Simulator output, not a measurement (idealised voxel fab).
Process module heading - voxel wiring stack
FYI the section here is cut, 290 nm wide, cells are 5 nm squares.
Cross-section spec: square-cell grid; bands listed top down; each band is one or more rows. Band: top height; bottom height; in nm. Then, left to right: material with width in nm, for each material. "full width": a single material spanning edge to edge. "blank": empty space. Beneath 0, the wafer as received is one material, and that level is where height counting begins. The lowest band goes on downward without a bottom; it is written like "0 down". Graded width ("30..40"): value in top row of band = first number; value in bottom row = second number; row-to-row change constant. No cell of the cross-section changed in a step that is given as "changes: none". Trapped voids: empty space of 8 cells or more with no open way to the top, each as width x height at its distance from the left edge, in nm. Note: text after step settings on the step line = simulator remark on that step. For masked steps, "overlay nm" on the step line gives how far right of plan the mask actually lay; a minus sign means it lay to the left.
## The process steps that were planned are listed below
1: RECEIVE [material Si]
2: CONFORMAL_DEP [material SiO2] [thk nm 15]
3: DIRECTIONAL_DEP [material TiN] [thk nm 5]
4: DIRECTIONAL_DEP [material Ru] [thk nm 25]
5: PATTERN [tone cover] [mask id METAL_1] [material resist] [width nm 30] [pitch nm 50] [thk nm 20] [overlay nm 0]
6: DIRECTIONAL_ETCH [etch materials Ru] [depth nm 25]
7: DIRECTIONAL_ETCH [etch materials TiN] [depth nm 5]
8: STRIP [etch materials resist]
9: FILL_DEP [material lowk] [thk nm 10]
10: CMP [height nm 45]
11: CONFORMAL_DEP [material SiCN] [thk nm 5]
12: DIRECTIONAL_DEP [material lowk] [thk nm 20]
13: MASKED_ETCH [tone open] [mask id PLUG_1] [width nm 15] [pitch nm 50] [etch materials lowk] [depth nm 20] [overlay nm 0]
14: MASKED_ETCH [tone open] [mask id PLUG_1] [width nm 15] [pitch nm 50] [etch materials SiCN] [depth nm 5] [overlay nm 0]
15: CONFORMAL_DEP [material TiN] [thk nm 5]
16: FILL_DEP [material Cu] [thk nm 5]
17: CMP [height nm 70]
18: DIRECTIONAL_DEP [material TiN] [thk nm 5]
19: DIRECTIONAL_DEP [material Ru] [thk nm 15]
20: DIRECTIONAL_DEP [material aC] [thk nm 15]
21: PATTERN [tone cover] [mask id METAL_2] [material resist] [width nm 30] [pitch nm 50] [thk nm 30] [overlay nm 0]
22: DIRECTIONAL_ETCH [etch materials aC] [depth nm 15]
23: STRIP [etch materials resist]
24: DIRECTIONAL_ETCH [etch materials Ru] [depth nm 15]
25: DIRECTIONAL_ETCH [etch materials TiN] [depth nm 5]
26: STRIP [etch materials aC]
27: CONFORMAL_DEP [material SiCN] [thk nm 5]
28: FILL_DEP [material lowk] [thk nm 10]
29: CMP [height nm 90]
30: CONFORMAL_DEP [material SiN] [thk nm 5]
## The first wafer of two, processed as planned
## Received-state cross-section, reflecting completion of step 1
- 0 down: Si full width
- Trapped voids: none
## Cross-section: wafer state after step 2
- 15 to 0: SiO2 full width
- Under the height 0 nothing was changed.
## Cross-section: wafer state after step 3
- 20 to 15: TiN full width
- Under the height 15 nothing was changed.
## Cross-section: wafer state after step 4
- 45 to 20: Ru full width
- Under the height 20 nothing was changed.
## Cross-section: wafer state after step 5
- 65 to 45: blank 105 nm | resist 30 nm | blank 20 nm | resist 30 nm | blank 105 nm
- Under the height 45 nothing was changed.
## Cross-section: wafer state after step 6
- 65 to 45: blank 105 nm | resist 30 nm | blank 20 nm | resist 30 nm | blank 105 nm
- 45 to 20: blank 105 nm | Ru 30 nm | blank 20 nm | Ru 30 nm | blank 105 nm
- Under the height 20 nothing was changed.
## Cross-section: wafer state after step 7
- 65 to 45: blank 105 nm | resist 30 nm | blank 20 nm | resist 30 nm | blank 105 nm
- 45 to 20: blank 105 nm | Ru 30 nm | blank 20 nm | Ru 30 nm | blank 105 nm
- 20 to 15: blank 105 nm | TiN 30 nm | blank 20 nm | TiN 30 nm | blank 105 nm
- Under the height 15 nothing was changed.
## Cross-section: wafer state after step 8
- 45 to 20: blank 105 nm | Ru 30 nm | blank 20 nm | Ru 30 nm | blank 105 nm
- Under the height 20 nothing was changed.
## Cross-section: wafer state after step 9
- 55 to 45: lowk full width
- 45 to 20: lowk 105 nm | Ru 30 nm | lowk 20 nm | Ru 30 nm | lowk 105 nm
- 20 to 15: lowk 105 nm | TiN 30 nm | lowk 20 nm | TiN 30 nm | lowk 105 nm
- Under the height 15 nothing was changed.
## Cross-section: wafer state after step 10
- 45 to 20: lowk 105 nm | Ru 30 nm | lowk 20 nm | Ru 30 nm | lowk 105 nm
- Under the height 20 nothing was changed.
## Cross-section: wafer state after step 11
- 50 to 45: SiCN full width
- Under the height 45 nothing was changed.
## Cross-section: wafer state after step 12
- 70 to 50: lowk full width
- Under the height 50 nothing was changed.
## Cross-section: wafer state after step 13
- 70 to 50: lowk 105 nm | blank 15 nm | lowk 35 nm | blank 15 nm | lowk 120 nm
- Under the height 50 nothing was changed.
## Cross-section: wafer state after step 14
- 70 to 50: lowk 105 nm | blank 15 nm | lowk 35 nm | blank 15 nm | lowk 120 nm
- 50 to 45: SiCN 105 nm | blank 15 nm | SiCN 35 nm | blank 15 nm | SiCN 120 nm
- Under the height 45 nothing was changed.
## Cross-section: wafer state after step 15
- 75 to 70: TiN 110 nm | blank 5 nm | TiN 45 nm | blank 5 nm | TiN 125 nm
- 70 to 50: lowk 105 nm | TiN 5 nm | blank 5 nm | TiN 5 nm | lowk 35 nm | TiN 5 nm | blank 5 nm | TiN 5 nm | lowk 120 nm
- 50 to 45: SiCN 105 nm | TiN 15 nm | SiCN 35 nm | TiN 15 nm | SiCN 120 nm
- Under the height 45 nothing was changed.
## Cross-section: wafer state after step 16
- 80 to 75: Cu full width
- 75 to 70: TiN 110 nm | Cu 5 nm | TiN 45 nm | Cu 5 nm | TiN 125 nm
- 70 to 50: lowk 105 nm | TiN 5 nm | Cu 5 nm | TiN 5 nm | lowk 35 nm | TiN 5 nm | Cu 5 nm | TiN 5 nm | lowk 120 nm
- Under the height 50 nothing was changed.
## Cross-section: wafer state after step 17
- 70 to 50: lowk 105 nm | TiN 5 nm | Cu 5 nm | TiN 5 nm | lowk 35 nm | TiN 5 nm | Cu 5 nm | TiN 5 nm | lowk 120 nm
- Under the height 50 nothing was changed.
## Cross-section: wafer state after step 18
- 75 to 70: TiN full width
- Under the height 70 nothing was changed.
## Cross-section: wafer state after step 19
- 90 to 75: Ru full width
- Under the height 75 nothing was changed.
## Cross-section: wafer state after step 20
- 105 to 90: aC full width
- Under the height 90 nothing was changed.
## Cross-section: wafer state after step 21
- 135 to 105: blank 105 nm | resist 30 nm | blank 20 nm | resist 30 nm | blank 105 nm
- Under the height 105 nothing was changed.
## Cross-section: wafer state after step 22
- 120 to 105: blank 105 nm | resist 30 nm | blank 20 nm | resist 30 nm | blank 105 nm
- 105 to 90: blank 105 nm | aC 30 nm | blank 20 nm | aC 30 nm | blank 105 nm
- Under the height 90 nothing was changed.
## Cross-section: wafer state after step 23
- 105 to 90: blank 105 nm | aC 30 nm | blank 20 nm | aC 30 nm | blank 105 nm
- Under the height 90 nothing was changed.
## Cross-section: wafer state after step 24
- 105 to 90: blank 105 nm | aC 30 nm | blank 20 nm | aC 30 nm | blank 105 nm
- 90 to 75: blank 105 nm | Ru 30 nm | blank 20 nm | Ru 30 nm | blank 105 nm
- Under the height 75 nothing was changed.
## Cross-section: wafer state after step 25
- 105 to 90: blank 105 nm | aC 30 nm | blank 20 nm | aC 30 nm | blank 105 nm
- 90 to 75: blank 105 nm | Ru 30 nm | blank 20 nm | Ru 30 nm | blank 105 nm
- 75 to 70: blank 105 nm | TiN 30 nm | blank 20 nm | TiN 30 nm | blank 105 nm
- Under the height 70 nothing was changed.
## Cross-section: wafer state after step 26
- 90 to 75: blank 105 nm | Ru 30 nm | blank 20 nm | Ru 30 nm | blank 105 nm
- Under the height 75 nothing was changed.
## Cross-section: wafer state after step 27
- 95 to 90: blank 100 nm | SiCN 40 nm | blank 10 nm | SiCN 40 nm | blank 100 nm
- 90 to 75: blank 100 nm | SiCN 5 nm | Ru 30 nm | SiCN 5 nm | blank 10 nm | SiCN 5 nm | Ru 30 nm | SiCN 5 nm | blank 100 nm
- 75 to 70: SiCN 105 nm | TiN 30 nm | SiCN 20 nm | TiN 30 nm | SiCN 105 nm
- Under the height 70 nothing was changed.
## Cross-section: wafer state after step 28
- 105 to 95: lowk full width
- 95 to 90: lowk 100 nm | SiCN 40 nm | lowk 10 nm | SiCN 40 nm | lowk 100 nm
- 90 to 75: lowk 100 nm | SiCN 5 nm | Ru 30 nm | SiCN 5 nm | lowk 10 nm | SiCN 5 nm | Ru 30 nm | SiCN 5 nm | lowk 100 nm
- Under the height 75 nothing was changed.
## Cross-section: wafer state after step 29
- 90 to 75: lowk 100 nm | SiCN 5 nm | Ru 30 nm | SiCN 5 nm | lowk 10 nm | SiCN 5 nm | Ru 30 nm | SiCN 5 nm | lowk 100 nm
- Under the height 75 nothing was changed.
## Cross-section: wafer state after step 30
- 95 to 90: SiN full width
- Under the height 90 nothing was changed.
## The second wafer: identical to the first at the outset and in its planned sequence, differing only in that one mistake was made during processing; up to and including step 10, its path is the first wafer's path
## Cross-section of the second wafer when, according to plan, step 11 should have finished
- 65 to 45: lowk full width
- Under the height 45 nothing was changed.
## Cross-section of the second wafer when, according to plan, step 12 should have finished
- 70 to 65: SiCN full width
- Under the height 65 nothing was changed.
Cross-section of the second wafer when, according to plan, step 13 should have finished: changes: none
## Cross-section of the second wafer when, according to plan, step 14 should have finished
- 70 to 65: SiCN 105 nm | blank 15 nm | SiCN 35 nm | blank 15 nm | SiCN 120 nm
- Under the height 65 nothing was changed.
## Cross-section of the second wafer when, according to plan, step 15 should have finished
- 75 to 70: TiN 110 nm | blank 5 nm | TiN 45 nm | blank 5 nm | TiN 125 nm
- 70 to 65: SiCN 105 nm | TiN 15 nm | SiCN 35 nm | TiN 15 nm | SiCN 120 nm
- Under the height 65 nothing was changed.
## Cross-section of the second wafer when, according to plan, step 16 should have finished
- 80 to 75: Cu full width
- 75 to 70: TiN 110 nm | Cu 5 nm | TiN 45 nm | Cu 5 nm | TiN 125 nm
- Under the height 70 nothing was changed.
## Cross-section of the second wafer when, according to plan, step 17 should have finished
- 70 to 65: SiCN 105 nm | TiN 15 nm | SiCN 35 nm | TiN 15 nm | SiCN 120 nm
- Under the height 65 nothing was changed.
## Cross-section of the second wafer when, according to plan, step 18 should have finished
- 75 to 70: TiN full width
- Under the height 70 nothing was changed.
## Cross-section of the second wafer when, according to plan, step 19 should have finished
- 90 to 75: Ru full width
- Under the height 75 nothing was changed.
## Cross-section of the second wafer when, according to plan, step 20 should have finished
- 105 to 90: aC full width
- Under the height 90 nothing was changed.
## Cross-section of the second wafer when, according to plan, step 21 should have finished
- 135 to 105: blank 105 nm | resist 30 nm | blank 20 nm | resist 30 nm | blank 105 nm
- Under the height 105 nothing was changed.
## Cross-section of the second wafer when, according to plan, step 22 should have finished
- 120 to 105: blank 105 nm | resist 30 nm | blank 20 nm | resist 30 nm | blank 105 nm
- 105 to 90: blank 105 nm | aC 30 nm | blank 20 nm | aC 30 nm | blank 105 nm
- Under the height 90 nothing was changed.
## Cross-section of the second wafer when, according to plan, step 23 should have finished
- 105 to 90: blank 105 nm | aC 30 nm | blank 20 nm | aC 30 nm | blank 105 nm
- Under the height 90 nothing was changed.
## Cross-section of the second wafer when, according to plan, step 24 should have finished
- 105 to 90: blank 105 nm | aC 30 nm | blank 20 nm | aC 30 nm | blank 105 nm
- 90 to 75: blank 105 nm | Ru 30 nm | blank 20 nm | Ru 30 nm | blank 105 nm
- Under the height 75 nothing was changed.
## Cross-section of the second wafer when, according to plan, step 25 should have finished
- 105 to 90: blank 105 nm | aC 30 nm | blank 20 nm | aC 30 nm | blank 105 nm
- 90 to 75: blank 105 nm | Ru 30 nm | blank 20 nm | Ru 30 nm | blank 105 nm
- 75 to 70: blank 105 nm | TiN 30 nm | blank 20 nm | TiN 30 nm | blank 105 nm
- Under the height 70 nothing was changed.
## Cross-section of the second wafer when, according to plan, step 26 should have finished
- 90 to 75: blank 105 nm | Ru 30 nm | blank 20 nm | Ru 30 nm | blank 105 nm
- Under the height 75 nothing was changed.
## Cross-section of the second wafer when, according to plan, step 27 should have finished
- 95 to 90: blank 100 nm | SiCN 40 nm | blank 10 nm | SiCN 40 nm | blank 100 nm
- 90 to 75: blank 100 nm | SiCN 5 nm | Ru 30 nm | SiCN 5 nm | blank 10 nm | SiCN 5 nm | Ru 30 nm | SiCN 5 nm | blank 100 nm
- 75 to 65: SiCN 105 nm | TiN 30..15 nm | SiCN 20..35 nm | TiN 30..15 nm | SiCN 105..120 nm
- Under the height 65 nothing was changed.
## Cross-section of the second wafer when, according to plan, step 28 should have finished
- 105 to 95: lowk full width
- 95 to 90: lowk 100 nm | SiCN 40 nm | lowk 10 nm | SiCN 40 nm | lowk 100 nm
- 90 to 75: lowk 100 nm | SiCN 5 nm | Ru 30 nm | SiCN 5 nm | lowk 10 nm | SiCN 5 nm | Ru 30 nm | SiCN 5 nm | lowk 100 nm
- Under the height 75 nothing was changed.
## Cross-section of the second wafer when, according to plan, step 29 should have finished
- 90 to 75: lowk 100 nm | SiCN 5 nm | Ru 30 nm | SiCN 5 nm | lowk 10 nm | SiCN 5 nm | Ru 30 nm | SiCN 5 nm | lowk 100 nm
- Under the height 75 nothing was changed.
## Cross-section of the second wafer when, according to plan, step 30 should have finished
- 95 to 90: SiN full width
- Under the height 90 nothing was changed.
Which mistake was made when the wafer was run? steps 11 and 12 traded places in the executed sequence
The closing comparison, in cells, has the second wafer with more or fewer of some materials than the first: -8 Cu; -16 TiN; +24 lowk
